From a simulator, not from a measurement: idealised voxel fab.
process module | voxel ribs on slabs
cross-section cut | 290 nm wide | cells 5 nm
A cross-section is a grid of square cells, given in bands from the top down. A band is one or more rows of cells.
Each band's line starts with the height of the band's top and of its bottom, in nm. Then come its materials from left to right, each with its width in nm. One material with "throughout" fills the band from edge to edge. "air" is empty space.
Height 0 is the level under which the wafer as received is all one material. The lowest band goes on downwards, as in "0 down".
A width such as "30 to 40" changes by the same amount from each row of cells to the next, from the band's top row to its bottom row.
"no change" after a step means that no cell of the cross-section changed.
closed voids: empty space of 8 cells or more with no open way to the top, each as width x height at its distance from the left edge, in nm
after a step's settings: what the simulator itself notes on the step
overlay nm, on a step with a mask: how far to the right of its planned place the mask lay; to the left if negative
plan
1 op RECEIVE | material Si
2 op DIRECTIONAL_DEP | material SiO2 | thk nm 30
3 op DIRECTIONAL_DEP | material polySi | thk nm 20
4 op MASKED_ETCH | tone cover | mask id RIB | width nm 25 | etch materials polySi | depth nm 5 | overlay nm 0
5 op PATTERN | tone cover | mask id SLAB | material resist | width nm 55 | thk nm 15 | overlay nm 0
6 op DIRECTIONAL_ETCH | etch materials polySi | depth nm 15
7 op STRIP | etch materials resist
8 op FILL_DEP | material SiO2 | thk nm 20
9 op CMP | height nm 60
10 op DIRECTIONAL_DEP | material W | thk nm 5
11 op MASKED_ETCH | tone cover | mask id HEATER | width nm 35 | etch materials W | depth nm 5 | overlay nm -15
12 op CONFORMAL_DEP | material SiN | thk nm 10
varied across the wafers: overlay nm of step 11. The plan shows the first wafer's value. All wafers start alike
first wafer as received, after step 1
  0 down: Si throughout
  closed voids: none
each wafer at the end: cells of each material gained (+) or lost (-) since it was received, then its closed voids
overlay nm -15 | +120 SiN | +658 SiO2 | +7 W | +38 polySi | closed voids: none
overlay nm -10 | +120 SiN | +658 SiO2 | +7 W | +38 polySi | closed voids: none
overlay nm -5 | +120 SiN | +658 SiO2 | +7 W | +38 polySi | closed voids: none
overlay nm 0 | +120 SiN | +658 SiO2 | +7 W | +38 polySi | closed voids: none
overlay nm 5 | +120 SiN | +658 SiO2 | +7 W | +38 polySi | closed voids: none
overlay nm 10 | +120 SiN | +658 SiO2 | +7 W | +38 polySi | closed voids: none
overlay nm 15 | +120 SiN | +658 SiO2 | +7 W | +38 polySi | closed voids: none
